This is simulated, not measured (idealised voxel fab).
This is a process module. Its name is voxel lift off.
The cross-section shown here is cut; it is 250 nm wide and divided into square cells measuring 5 nm on a side.
Throughout this document, each cross-section is represented as a grid of square cells and is presented as a sequence of bands enumerated from the top downward, where a band comprises one or more rows of cells. In this notation a band is specified by the heights of its top and bottom, in that order and in nm, after which its materials appear from left to right, each paired with its width in nm. The word "all across" attached to a single material means that material fills the band from edge to edge; the word "empty" stands for empty space. Heights from 0 (as-received wafer is one material below). Bottom band endless downward, as "0 and below". So if you see something like "30 to 40" for the width, read it as the top row of the band sitting at the first number and the bottom row at the second, with every row in between moving by the same amount as the last. Key: "stayed the same" - step with no changed cell in the cross-section. If an empty space has no open way to the top and is at least 8 cells in size, "Enclosed void listing" lists it, written width x height at distance, where distance is measured from the left edge and every value is in nm. Where a step's line continues beyond its settings, the continuation is a remark by the simulator itself on that step. "overlay nm" denotes, for a step that has a mask, the displacement of the mask to the right of its planned place, with negative values corresponding to the left.

These are the steps we planned for the process
- 1: RECEIVE with material Si
- 2: CONFORMAL_DEP with material SiN, thk nm 15
- 3: PATTERN with tone open, mask id LINES, material resist, width nm 30, pitch nm 50, thk nm 25, overlay nm 0
- 4: DIRECTIONAL_DEP with material Ru, thk nm 15
- 5: STRIP with etch materials resist
- 6: CONFORMAL_DEP with material SiCN, thk nm 10

Cross-section of the wafer at receipt, which is the condition after step 1
  0 and below: Si all across
  Enclosed void listing: none

Cross-section, end of module. Start: as above. Plan: as above. Execution: one mistake
  55 down to 45: empty 25 nm, then SiCN 200 nm, then empty 25 nm
  45 down to 40: empty 25 nm, then SiCN 10 nm, then Ru 30 nm, then SiCN 20 nm, then Ru 30 nm, then SiCN 20 nm, then Ru 30 nm, then SiCN 20 nm, then Ru 30 nm, then SiCN 10 nm, then empty 25 nm
  40 down to 30: SiCN 35 nm, then Ru 30 nm, then SiCN 20 nm, then Ru 30 nm, then SiCN 20 nm, then Ru 30 nm, then SiCN 20 nm, then Ru 30 nm, then SiCN 35 nm
  30 down to 0: SiN all across
  0 and below: Si all across
  Enclosed void listing: none
Deviation from plan: step 2, plan: ran twice
